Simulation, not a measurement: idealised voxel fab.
process module | voxel self aligned contacts
cross-section cut | 290 nm wide | cells 5 nm
A cross-section is a grid of square cells, given in bands from the top down. A band is one or more rows of cells.
Each band's line starts with the height of the band's top and of its bottom, in nm. Then come its materials from left to right, each with its width in nm. One material with "throughout" fills the band from edge to edge. "air" is empty space.
Height 0 is the level under which the wafer as received is all one material. The lowest band goes on downwards, as in "0 down".
A width such as "30 to 40" changes by the same amount from each row of cells to the next, from the band's top row to its bottom row.
"no change" after a step means that no cell of the cross-section changed.
closed voids: empty space of 8 cells or more with no open way to the top, each as width x height at its distance from the left edge, in nm
after a step's settings: what the simulator itself notes on the step
overlay nm, on a step with a mask: how far to the right of its planned place the mask lay; to the left if negative
plan
1 op RECEIVE | material Si
2 op CONFORMAL_DEP | material SiO2 | thk nm 5
3 op DIRECTIONAL_DEP | material polySi | thk nm 30
4 op DIRECTIONAL_DEP | material SiN | thk nm 20
5 op MASKED_ETCH | tone cover | mask id GATE | width nm 25 | pitch nm 60 | etch materials SiN | depth nm 20 | overlay nm 0
6 op MASKED_ETCH | tone cover | mask id GATE | width nm 25 | pitch nm 60 | etch materials polySi | depth nm 30 | overlay nm 0
7 op CONFORMAL_DEP | material SiN | thk nm 10
8 op DIRECTIONAL_ETCH | etch materials SiN | depth nm 10
9 op FILL_DEP | material SiO2 | thk nm 10
10 op CMP | height nm 60
11 op DIRECTIONAL_DEP | material aC | thk nm 15
12 op PATTERN | tone open | mask id CONTACT | material resist | width nm 45 | thk nm 35 | overlay nm 0
13 op DIRECTIONAL_ETCH | etch materials aC | depth nm 15
14 op STRIP | etch materials resist
15 op DIRECTIONAL_ETCH | etch materials SiO2 | depth nm 60
16 op STRIP | etch materials aC
17 op CONFORMAL_DEP | material TiN | thk nm 5
18 op FILL_DEP | material W | thk nm 5
19 op CMP | height nm 60
20 op CONFORMAL_DEP | material SiN | thk nm 5
as received, after step 1
  0 down: Si throughout
  closed voids: none
first wafer at the end, as planned
  65 to 60: SiN throughout
  60 to 55: SiO2 120 | TiN 20 | W 5 | TiN 20 | SiO2 125
  55 to 35: SiO2 90 | SiN 45 | TiN 5 | W 5 | TiN 5 | SiN 45 | SiO2 95
  35 to 5: SiO2 90 | SiN 10 | polySi 25 | SiN 10 | TiN 5 | W 5 | TiN 5 | SiN 10 | polySi 25 | SiN 10 | SiO2 95
  5 to 0: SiO2 135 | TiN 15 | SiO2 140
  0 down: Si throughout
  closed voids: none
second wafer at the end: like start, like plan, one mistake
  65 to 60: SiN throughout
  60 to 55: SiO2 120 | TiN 45 | SiO2 125
  55 to 35: SiN 110 | SiO2 5 | SiN 55 | SiO2 5 | SiN 115
  35 to 5: polySi throughout
  5 to 0: SiO2 throughout
  0 down: Si throughout
  closed voids: none
what went wrong: step 5 ran as: op MASKED_ETCH | tone open | mask id GATE | width nm 25 | pitch nm 60 | etch materials SiN | depth nm 20 | overlay nm 0
at the end the second wafer has, in cells: 104 more of SiN | 359 fewer of SiO2 | 22 fewer of TiN | 11 fewer of W | 288 more of polySi
